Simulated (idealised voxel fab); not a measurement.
A process module follows: voxel fin reveal.
Pictured: cross-section cut, 245 nm wide, on a grid of 5 nm square cells.
A cross-section is a grid of square cells, given in bands from the top down. A band is one or more rows of cells.
A band entry consists of two parts. The first gives the height of the band's top and the height of its bottom, in nm. The rest lists the band's materials from left to right, each with its width in nm. A single material labelled with the word "edge to edge" fills the band from edge to edge, and the word "blank" marks empty space.
Basically, 0 is our baseline, since under it the wafer straight out of the box is all one material. The bottom band has no lower end and keeps on going down, so it looks like "z 0 and below".
A width such as "30 to 40" changes by the same amount from each row of cells to the next, from the band's top row to its bottom row.
A step reported as "nothing altered" is a step in which no cell of the cross-section changed.
"Completely enclosed voids" lists enclosed empty spaces (at least 8 cells, no open path upward to the top), each as width x height at distance from the left edge, in nm.
The remark found on a step's line after its settings is issued by the simulator itself and pertains to that step.
overlay nm: mask right of planned place by this much (step with mask). Neg. = left.

The steps planned for the process are as follows:
1. RECEIVE (material Si)
2. CONFORMAL_DEP (material SiN; thk nm 10)
3. MASKED_ETCH (tone cover; mask id FINS; width nm 15; pitch nm 40; etch materials SiN; depth nm 10; overlay nm 0)
4. MASKED_ETCH (tone cover; mask id FINS; width nm 15; pitch nm 40; etch materials Si; depth nm 35; overlay nm 0)
5. OXIDIZE (depth nm 5)
6. FILL_DEP (material SiO2; thk nm 15)
7. CMP (height nm 10)
8. SELECTIVE_ETCH (etch materials SiO2; depth nm 30)
9. STRIP (etch materials SiN)

Incoming wafer in cross-section (state: after step 1):
    z 0 and below = Si edge to edge
    Completely enclosed voids: none

Wafer at module end, in section. Began as above, planned as above, run with one mistake:
    z 0 to -40 = 100 nm blank / 5 nm Si / 35 nm blank / 5 nm Si / 100 nm blank
    z -40 and below = Si edge to edge
    Completely enclosed voids: none
Against the plan, the run slipped here: plan step 8 ran twice
